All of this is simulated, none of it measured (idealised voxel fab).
Presented below is a process module, voxel released beams.
Square cell edge 5 nm, section width 205 nm, ID cut.
Reading order for cross-sections: top band down to bottom band. Underlying form: a grid of square cells. Band size: one or more rows of cells. Heights first: top, then bottom, in nm. Then materials, left to right, each with a width in nm. "everywhere" on a single material: fills the band edge to edge. "blank": empty space. Height is counted from the level 0, under which the received wafer is composed throughout of one material. The lowest of the bands is not closed at the bottom but continues downward, in the notation "0 down". Think of "30..40" as a width that walks from the first number to the second as you go down the band, top row to bottom row, taking equal-sized steps from row to row. "remained unchanged" after a step means that no cell of the cross-section changed. For the entry "Sealed void list", the listed items are empty spaces with no open way to the top whose size is 8 cells or more; each item follows the pattern width x height at distance, where distance is from the left edge and all three are in nm. Post-settings text on a step line: simulator's own remark regarding the step. You can add "overlay nm" to a step's line. For a step with a mask, it describes how far the mask lay to the right of its planned position, and a negative number describes a lay to the left. Note on reading: below, each pair holds a cross-section from before one process step and one from after it; the one from after shows only down to the lowest band that changed. Beneath the pair, the step in between is stated along with its settings. The pairs can stem from different runs of this module on the same starting wafer. Where a pair's entry headed "Cross-section, before" says so, and only there, that pair continues from the pair above it.
# Cross-section, before
  0 down  Si everywhere
  Sealed void list: none
# Resulting Cross-Section
  10 to 0  Al2O3 everywhere
  Below a height of 0, the structure has not been altered.
  Sealed void list: none
Step applied between the pre-step and post-step cross-sections shown above: CONFORMAL_DEP | material Al2O3 | thk nm 10
Cross-section, before: as in the pair right above, post-step view.
# Resulting Cross-Section
  20 to 10  SiO2 everywhere
  Below a height of 10, the structure has not been altered.
  Sealed void list: none
Step applied between the pre-step and post-step cross-sections shown above: DIRECTIONAL_DEP | material SiO2 | thk nm 10
Cross-section, before: as in the pair right above, post-step view.
# Resulting Cross-Section
  30 to 20  aC everywhere
  Below a height of 20, the structure has not been altered.
  Sealed void list: none
Step applied between the pre-step and post-step cross-sections shown above: DIRECTIONAL_DEP | material aC | thk nm 10
Cross-section, before: as in the pair right above, post-step view.
# Resulting Cross-Section
  55 to 30  60 of resist / 35 of blank / 110 of resist
  Below a height of 30, the structure has not been altered.
  Sealed void list: none
Step applied between the pre-step and post-step cross-sections shown above: PATTERN | tone open | mask id ANCHOR | material resist | width nm 35 | thk nm 25 | overlay nm 0
Cross-section, before: as in the pair right above, post-step view.
# Resulting Cross-Section
  45 to 30  60 of resist / 35 of blank / 110 of resist
  30 to 20  60 of aC / 35 of blank / 110 of aC
  Below a height of 20, the structure has not been altered.
  Sealed void list: none
Step applied between the pre-step and post-step cross-sections shown above: DIRECTIONAL_ETCH | etch materials aC | depth nm 10
Cross-section, before: as in the pair right above, post-step view.
# Resulting Cross-Section
  30 to 20  60 of aC / 35 of blank / 110 of aC
  Below a height of 20, the structure has not been altered.
  Sealed void list: none
Step applied between the pre-step and post-step cross-sections shown above: STRIP | etch materials resist
Cross-section, before: as in the pair right above, post-step view.
# Resulting Cross-Section
  30 to 20  60 of aC / 35 of blank / 110 of aC
  20 to 10  60 of SiO2 / 35 of blank / 110 of SiO2
  Below a height of 10, the structure has not been altered.
  Sealed void list: none
Step applied between the pre-step and post-step cross-sections shown above: DIRECTIONAL_ETCH | etch materials SiO2 | depth nm 10
Cross-section, before: as in the pair right above, post-step view.
# Resulting Cross-Section
  20 to 10  60 of SiO2 / 35 of blank / 110 of SiO2
  Below a height of 10, the structure has not been altered.
  Sealed void list: none
Step applied between the pre-step and post-step cross-sections shown above: STRIP | etch materials aC
Cross-section, before: as in the pair right above, post-step view.
# Resulting Cross-Section
  35 to 25  75 of polySi / 5 of blank / 125 of polySi
  25 to 20  polySi everywhere
  20 to 10  60 of SiO2 / 35 of polySi / 110 of SiO2
  Below a height of 10, the structure has not been altered.
  Sealed void list: none
Step applied between the pre-step and post-step cross-sections shown above: CONFORMAL_DEP | material polySi | thk nm 15
Cross-section, before: as in the pair right above, post-step view.
# Resulting Cross-Section
  35 to 25  55 of blank / 20 of polySi / 5 of blank / 60 of polySi / 65 of blank
  25 to 20  55 of blank / 85 of polySi / 65 of blank
  Below a height of 20, the structure has not been altered.
  Sealed void list: none
Step applied between the pre-step and post-step cross-sections shown above: MASKED_ETCH | tone cover | mask id BEAM | width nm 85 | etch materials polySi | depth nm 15 | overlay nm 0
Cross-section, before: as in the pair right above, post-step view.
# Resulting Cross-Section
  35 to 25  55 of blank / 20 of polySi / 5 of blank / 60 of polySi / 65 of blank
  25 to 20  55 of blank / 85 of polySi / 65 of blank
  20 to 10  60 of blank / 35 of polySi / 110 of blank
  Below a height of 10, the structure has not been altered.
  Sealed void list: none
Step applied between the pre-step and post-step cross-sections shown above: STRIP | etch materials SiO2
# Cross-section, before
  0 down  Si everywhere
  Sealed void list: none
# Resulting Cross-Section
  10 to 0  SiO2 everywhere
  Below a height of 0, the structure has not been altered.
  Sealed void list: none
Step applied between the pre-step and post-step cross-sections shown above: DIRECTIONAL_DEP | material SiO2 | thk nm 10
Cross-section, before: as in the pair right above, post-step view.
# Resulting Cross-Section
  20 to 10  aC everywhere
  Below a height of 10, the structure has not been altered.
  Sealed void list: none
Step applied between the pre-step and post-step cross-sections shown above: DIRECTIONAL_DEP | material aC | thk nm 10
Cross-section, before: as in the pair right above, post-step view.
# Resulting Cross-Section
  45 to 20  60 of resist / 35 of blank / 110 of resist
  Below a height of 20, the structure has not been altered.
  Sealed void list: none
Step applied between the pre-step and post-step cross-sections shown above: PATTERN | tone open | mask id ANCHOR | material resist | width nm 35 | thk nm 25 | overlay nm 0
Cross-section, before: as in the pair right above, post-step view.
# Resulting Cross-Section
  35 to 20  60 of resist / 35 of blank / 110 of resist
  20 to 10  60 of aC / 35 of blank / 110 of aC
  Below a height of 10, the structure has not been altered.
  Sealed void list: none
Step applied between the pre-step and post-step cross-sections shown above: DIRECTIONAL_ETCH | etch materials aC | depth nm 10
Cross-section, before: as in the pair right above, post-step view.
# Resulting Cross-Section
  20 to 10  60 of aC / 35 of blank / 110 of aC
  Below a height of 10, the structure has not been altered.
  Sealed void list: none
Step applied between the pre-step and post-step cross-sections shown above: STRIP | etch materials resist
Cross-section, before: as in the pair right above, post-step view.
# Resulting Cross-Section
  20 to 10  60 of aC / 35 of blank / 110 of aC
  10 to 0  60 of SiO2 / 35 of blank / 110 of SiO2
  Below a height of 0, the structure has not been altered.
  Sealed void list: none
Step applied between the pre-step and post-step cross-sections shown above: DIRECTIONAL_ETCH | etch materials SiO2 | depth nm 10
Cross-section, before: as in the pair right above, post-step view.
# Resulting Cross-Section
  10 to 0  60 of SiO2 / 35 of blank / 110 of SiO2
  Below a height of 0, the structure has not been altered.
  Sealed void list: none
Step applied between the pre-step and post-step cross-sections shown above: STRIP | etch materials aC
Cross-section, before: as in the pair right above, post-step view.
# Resulting Cross-Section
  25 to 15  75 of polySi / 5 of blank / 125 of polySi
  15 to 10  polySi everywhere
  10 to 0  60 of SiO2 / 35 of polySi / 110 of SiO2
  Below a height of 0, the structure has not been altered.
  Sealed void list: none
Step applied between the pre-step and post-step cross-sections shown above: CONFORMAL_DEP | material polySi | thk nm 15
Cross-section, before: as in the pair right above, post-step view.
# Resulting Cross-Section
  25 to 15  55 of blank / 20 of polySi / 5 of blank / 60 of polySi / 65 of blank
  15 to 10  55 of blank / 85 of polySi / 65 of blank
  Below a height of 10, the structure has not been altered.
  Sealed void list: none
Step applied between the pre-step and post-step cross-sections shown above: MASKED_ETCH | tone cover | mask id BEAM | width nm 85 | etch materials polySi | depth nm 15 | overlay nm 0
Cross-section, before: as in the pair right above, post-step view.
# Resulting Cross-Section
  25 to 15  55 of blank / 20 of polySi / 5 of blank / 60 of polySi / 65 of blank
  15 to 10  55 of blank / 85 of polySi / 65 of blank
  10 to 0  60 of blank / 35 of polySi / 110 of blank
  Below a height of 0, the structure has not been altered.
  Sealed void list: none
Step applied between the pre-step and post-step cross-sections shown above: STRIP | etch materials SiO2
# Cross-section, before
  35 to 25  75 of polySi / 5 of blank / 125 of polySi
  25 to 20  polySi everywhere
  20 to 10  60 of SiO2 / 35 of polySi / 110 of SiO2
  10 to 0  Al2O3 everywhere
  0 down  Si everywhere
  Sealed void list: none
# Resulting Cross-Section
  50 to 20  polySi everywhere
  Below a height of 20, the structure has not been altered.
  Sealed void list: none
Step applied between the pre-step and post-step cross-sections shown above: CONFORMAL_DEP | material polySi | thk nm 15
Cross-section, before: as in the pair right above, post-step view.
# Resulting Cross-Section
  50 to 35  55 of blank / 85 of polySi / 65 of blank
  Below a height of 35, the structure has not been altered.
  Sealed void list: none
Step applied between the pre-step and post-step cross-sections shown above: MASKED_ETCH | tone cover | mask id BEAM | width nm 85 | etch materials polySi | depth nm 15 | overlay nm 0
# Cross-section, before
  10 to 0  SiO2 everywhere
  0 down  Si everywhere
  Sealed void list: none
# Resulting Cross-Section
  20 to 10  Al2O3 everywhere
  Below a height of 10, the structure has not been altered.
  Sealed void list: none
Step applied between the pre-step and post-step cross-sections shown above: CONFORMAL_DEP | material Al2O3 | thk nm 10
Cross-section, before: as in the pair right above, post-step view.
# Resulting Cross-Section
  30 to 20  aC everywhere
  Below a height of 20, the structure has not been altered.
  Sealed void list: none
Step applied between the pre-step and post-step cross-sections shown above: DIRECTIONAL_DEP | material aC | thk nm 10
Cross-section, before: as in the pair right above, post-step view.
# Resulting Cross-Section
  55 to 30  60 of resist / 35 of blank / 110 of resist
  Below a height of 30, the structure has not been altered.
  Sealed void list: none
Step applied between the pre-step and post-step cross-sections shown above: PATTERN | tone open | mask id ANCHOR | material resist | width nm 35 | thk nm 25 | overlay nm 0
Cross-section, before: as in the pair right above, post-step view.
# Resulting Cross-Section
  45 to 30  60 of resist / 35 of blank / 110 of resist
  30 to 20  60 of aC / 35 of blank / 110 of aC
  Below a height of 20, the structure has not been altered.
  Sealed void list: none
Step applied between the pre-step and post-step cross-sections shown above: DIRECTIONAL_ETCH | etch materials aC | depth nm 10
Cross-section, before: as in the pair right above, post-step view.
# Resulting Cross-Section
  30 to 20  60 of aC / 35 of blank / 110 of aC
  Below a height of 20, the structure has not been altered.
  Sealed void list: none
Step applied between the pre-step and post-step cross-sections shown above: STRIP | etch materials resist
Cross-section, before: as in the pair right above, post-step view.
# Resulting Cross-Section
  20 to 10  Al2O3 everywhere
  Below a height of 10, the structure has not been altered.
  Sealed void list: none
Step applied between the pre-step and post-step cross-sections shown above: STRIP | etch materials aC
Cross-section, before: as in the pair right above, post-step view.
# Resulting Cross-Section
  35 to 20  polySi everywhere
  Below a height of 20, the structure has not been altered.
  Sealed void list: none
Step applied between the pre-step and post-step cross-sections shown above: CONFORMAL_DEP | material polySi | thk nm 15
Cross-section, before: as in the pair right above, post-step view.
# Resulting Cross-Section
  35 to 20  55 of blank / 85 of polySi / 65 of blank
  Below a height of 20, the structure has not been altered.
  Sealed void list: none
Step applied between the pre-step and post-step cross-sections shown above: MASKED_ETCH | tone cover | mask id BEAM | width nm 85 | etch materials polySi | depth nm 15 | overlay nm 0
# Cross-section, before
  35 to 25  75 of polySi / 5 of blank / 125 of polySi
  25 to 20  polySi everywhere
  20 to 10  60 of SiO2 / 35 of polySi / 110 of SiO2
  10 to 0  Al2O3 everywhere
  0 down  Si everywhere
  Sealed void list: none
# Resulting Cross-Section
  35 to 30  55 of blank / 20 of polySi / 5 of blank / 60 of polySi / 65 of blank
  Below a height of 30, the structure has not been altered.
  Sealed void list: none
Step applied between the pre-step and post-step cross-sections shown above: MASKED_ETCH | tone cover | mask id BEAM | width nm 85 | etch materials polySi | depth nm 5 | overlay nm 0
# Cross-section, before
  30 to 20  aC everywhere
  20 to 10  SiO2 everywhere
  10 to 0  Al2O3 everywhere
  0 down  Si everywhere
  Sealed void list: none
# Resulting Cross-Section
  55 to 30  65 of resist / 25 of blank / 115 of resist
  Below a height of 30, the structure has not been altered.
  Sealed void list: none
Step applied between the pre-step and post-step cross-sections shown above: PATTERN | tone open | mask id ANCHOR | material resist | width nm 25 | thk nm 25 | overlay nm 0
Cross-section, before: as in the pair right above, post-step view.
# Resulting Cross-Section
  45 to 30  65 of resist / 25 of blank / 115 of resist
  30 to 20  65 of aC / 25 of blank / 115 of aC
  Below a height of 20, the structure has not been altered.
  Sealed void list: none
Step applied between the pre-step and post-step cross-sections shown above: DIRECTIONAL_ETCH | etch materials aC | depth nm 10
Cross-section, before: as in the pair right above, post-step view.
# Resulting Cross-Section
  30 to 20  65 of aC / 25 of blank / 115 of aC
  Below a height of 20, the structure has not been altered.
  Sealed void list: none
Step applied between the pre-step and post-step cross-sections shown above: STRIP | etch materials resist
Cross-section, before: as in the pair right above, post-step view.
# Resulting Cross-Section
  30 to 20  65 of aC / 25 of blank / 115 of aC
  20 to 10  65 of SiO2 / 25 of blank / 115 of SiO2
  Below a height of 10, the structure has not been altered.
  Sealed void list: none
Step applied between the pre-step and post-step cross-sections shown above: DIRECTIONAL_ETCH | etch materials SiO2 | depth nm 10
Cross-section, before: as in the pair right above, post-step view.
# Resulting Cross-Section
  20 to 10  65 of SiO2 / 25 of blank / 115 of SiO2
  Below a height of 10, the structure has not been altered.
  Sealed void list: none
Step applied between the pre-step and post-step cross-sections shown above: STRIP | etch materials aC
Cross-section, before: as in the pair right above, post-step view.
# Resulting Cross-Section
  35 to 20  polySi everywhere
  20 to 10  65 of SiO2 / 25 of polySi / 115 of SiO2
  Below a height of 10, the structure has not been altered.
  Sealed void list: none
Step applied between the pre-step and post-step cross-sections shown above: CONFORMAL_DEP | material polySi | thk nm 15
Cross-section, before: as in the pair right above, post-step view.
# Resulting Cross-Section
  35 to 20  55 of blank / 85 of polySi / 65 of blank
  Below a height of 20, the structure has not been altered.
  Sealed void list: none
Step applied between the pre-step and post-step cross-sections shown above: MASKED_ETCH | tone cover | mask id BEAM | width nm 85 | etch materials polySi | depth nm 15 | overlay nm 0
Cross-section, before: as in the pair right above, post-step view.
# Resulting Cross-Section
  35 to 20  55 of blank / 85 of polySi / 65 of blank
  20 to 10  65 of blank / 25 of polySi / 115 of blank
  Below a height of 10, the structure has not been altered.
  Sealed void list: none
Step applied between the pre-step and post-step cross-sections shown above: STRIP | etch materials SiO2
# Cross-section, before
  35 to 25  75 of polySi / 5 of blank / 125 of polySi
  25 to 20  polySi everywhere
  20 to 10  60 of SiO2 / 35 of polySi / 110 of SiO2
  10 to 0  Al2O3 everywhere
  0 down  Si everywhere
  Sealed void list: none
# Resulting Cross-Section
  35 to 25  65 of blank / 10 of polySi / 5 of blank / 70 of polySi / 55 of blank
  25 to 20  65 of blank / 85 of polySi / 55 of blank
  Below a height of 20, the structure has not been altered.
  Sealed void list: none
Step applied between the pre-step and post-step cross-sections shown above: MASKED_ETCH | tone cover | mask id BEAM | width nm 85 | etch materials polySi | depth nm 15 | overlay nm 10
Cross-section, before: as in the pair right above, post-step view.
# Resulting Cross-Section
  35 to 25  65 of blank / 10 of polySi / 5 of blank / 70 of polySi / 55 of blank
  25 to 20  65 of blank / 85 of polySi / 55 of blank
  20 to 10  60 of blank / 35 of polySi / 110 of blank
  Below a height of 10, the structure has not been altered.
  Sealed void list: none
Step applied between the pre-step and post-step cross-sections shown above: STRIP | etch materials SiO2
# Cross-section, before
  35 to 25  55 of blank / 20 of polySi / 5 of blank / 60 of polySi / 65 of blank
  25 to 20  55 of blank / 85 of polySi / 65 of blank
  20 to 10  60 of SiO2 / 35 of polySi / 110 of SiO2
  10 to 0  Al2O3 everywhere
  0 down  Si everywhere
  Sealed void list: none
# Resulting Cross-Section
  20 to 10  60 of SiO2 / 35 of blank / 110 of SiO2
  Below a height of 10, the structure has not been altered.
  Sealed void list: none
Step applied between the pre-step and post-step cross-sections shown above: STRIP | etch materials polySi
# Cross-section, before
  35 to 25  75 of polySi / 5 of blank / 125 of polySi
  25 to 20  polySi everywhere
  20 to 10  60 of SiO2 / 35 of polySi / 110 of SiO2
  10 to 0  Al2O3 everywhere
  0 down  Si everywhere
  Sealed void list: none
# Resulting Cross-Section
  35 to 20  55 of polySi / 85 of blank / 65 of polySi
  20 to 10  60 of SiO2 / 15 of polySi / 5 of blank / 15 of polySi / 110 of SiO2
  Below a height of 10, the structure has not been altered.
  Sealed void list: none
Step applied between the pre-step and post-step cross-sections shown above: MASKED_ETCH | tone open | mask id BEAM | width nm 85 | etch materials polySi | depth nm 15 | overlay nm 0
Cross-section, before: as in the pair right above, post-step view.
# Resulting Cross-Section
  20 to 10  60 of blank / 15 of polySi / 5 of blank / 15 of polySi / 110 of blank
  Below a height of 10, the structure has not been altered.
  Sealed void list: none
Step applied between the pre-step and post-step cross-sections shown above: STRIP | etch materials SiO2
